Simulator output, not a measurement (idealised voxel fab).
The process module presented herein is designated voxel ribs on slabs.
Xsec cut, 225 nm wide, square cell size 5 nm.
Think of the cross-section as a grid of square cells. We describe it in bands, top to bottom, and each band covers one or more rows of those cells. For a band, the entry starts with two heights in nm, that of the top and then that of the bottom, and carries on with the band's materials in order from left to right, each alongside its width in nm; the word "edge to edge" beside a single material means it fills the band edge to edge, and "air" means empty space. Heights are reckoned from 0. Under this level, the received wafer is all of one material. The bottommost band is open-ended downward, for example "0 down". Read "30->40" as a graded width: first number on top, second number at the bottom, same change between each pair of neighbouring rows. It should be understood that the words "stayed the same", when stated for a given step, signify that the cross-section underwent no change in any of its cells during that step. If an empty space has no open way to the top and is at least 8 cells in size, "Entrapped voids" lists it, written width x height at distance, where distance is measured from the left edge and every value is in nm. That trailing text on a step's line, after the settings, is the simulator's own remark on the step. What "overlay nm" on a step's line means: if the step has a mask, that mask lay this far to the right of its planned place, or, when the value is negative, to the left.

**Steps in the process plan**
1: RECEIVE,material Si
2: DIRECTIONAL_DEP,material SiO2,thk nm 25
3: DIRECTIONAL_DEP,material polySi,thk nm 20
4: PATTERN,tone cover,mask id RIB,material resist,width nm 15,thk nm 20,overlay nm 0
5: DIRECTIONAL_ETCH,etch materials polySi,depth nm 15
6: STRIP,etch materials resist
7: MASKED_ETCH,tone cover,mask id SLAB,width nm 65,etch materials polySi,depth nm 5,overlay nm 0
8: FILL_DEP,material SiO2,thk nm 20
9: CMP,height nm 55
10: DIRECTIONAL_DEP,material W,thk nm 10
11: PATTERN,tone cover,mask id HEATER,material resist,width nm 25,thk nm 15,overlay nm 0
12: DIRECTIONAL_ETCH,etch materials W,depth nm 10
13: STRIP,etch materials resist
14: CONFORMAL_DEP,material SiN,thk nm 10

**First of two wafers: run as planned**

**Received-state cross-section, reflecting completion of step 1**
  0 down | Si edge to edge
  Entrapped voids: none

**Step 2 done - wafer cross-section**
  25 to 0 | SiO2 edge to edge
  below 0: unchanged

**Step 3 done - wafer cross-section**
  45 to 25 | polySi edge to edge
  below 25: unchanged

**Step 4 done - wafer cross-section**
  65 to 45 | air (105), then resist (15), then air (105)
  below 45: unchanged

**Step 5 done - wafer cross-section**
  65 to 45 | air (105), then resist (15), then air (105)
  45 to 30 | air (105), then polySi (15), then air (105)
  below 30: unchanged

**Step 6 done - wafer cross-section**
  45 to 30 | air (105), then polySi (15), then air (105)
  below 30: unchanged

**Step 7 done - wafer cross-section**
  45 to 30 | air (105), then polySi (15), then air (105)
  30 to 25 | air (80), then polySi (65), then air (80)
  below 25: unchanged

**Step 8 done - wafer cross-section**
  65 to 45 | SiO2 edge to edge
  45 to 30 | SiO2 (105), then polySi (15), then SiO2 (105)
  30 to 25 | SiO2 (80), then polySi (65), then SiO2 (80)
  below 25: unchanged

**Step 9 done - wafer cross-section**
  55 to 45 | SiO2 edge to edge
  below 45: unchanged

**Step 10 done - wafer cross-section**
  65 to 55 | W edge to edge
  below 55: unchanged

**Step 11 done - wafer cross-section**
  80 to 65 | air (100), then resist (25), then air (100)
  below 65: unchanged

**Step 12 done - wafer cross-section**
  80 to 65 | air (100), then resist (25), then air (100)
  65 to 55 | air (100), then W (25), then air (100)
  below 55: unchanged

**Step 13 done - wafer cross-section**
  65 to 55 | air (100), then W (25), then air (100)
  below 55: unchanged

**Step 14 done - wafer cross-section**
  75 to 65 | air (90), then SiN (45), then air (90)
  65 to 55 | SiN (100), then W (25), then SiN (100)
  below 55: unchanged

**Second wafer, same starting conditions and recipe as the first, one mistake in executing it, nothing differs from the first up to and including step 6**

**At the planned end of step 7, the second wafer in cross-section**
  45 to 30 | air (105), then polySi (15), then air (105)
  30 to 25 | air (90), then polySi (65), then air (70)
  below 25: unchanged

**At the planned end of step 8, the second wafer in cross-section**
  65 to 45 | SiO2 edge to edge
  45 to 30 | SiO2 (105), then polySi (15), then SiO2 (105)
  30 to 25 | SiO2 (90), then polySi (65), then SiO2 (70)
  below 25: unchanged

**At the planned end of step 9, the second wafer in cross-section**
  55 to 45 | SiO2 edge to edge
  below 45: unchanged

**At the planned end of step 10, the second wafer in cross-section**
  65 to 55 | W edge to edge
  below 55: unchanged

**At the planned end of step 11, the second wafer in cross-section**
  80 to 65 | air (100), then resist (25), then air (100)
  below 65: unchanged

**At the planned end of step 12, the second wafer in cross-section**
  80 to 65 | air (100), then resist (25), then air (100)
  65 to 55 | air (100), then W (25), then air (100)
  below 55: unchanged

**At the planned end of step 13, the second wafer in cross-section**
  65 to 55 | air (100), then W (25), then air (100)
  below 55: unchanged

**At the planned end of step 14, the second wafer in cross-section**
  75 to 65 | air (90), then SiN (45), then air (90)
  65 to 55 | SiN (100), then W (25), then SiN (100)
  below 55: unchanged
Want to know what went wrong? step 7 changed vs plan, executed as MASKED_ETCH,tone cover,mask id SLAB,width nm 65,etch materials polySi,depth nm 5,overlay nm 10
Same inventory, different map: at the end, the second wafer holds as many cells of each material as the first, placed elsewhere.
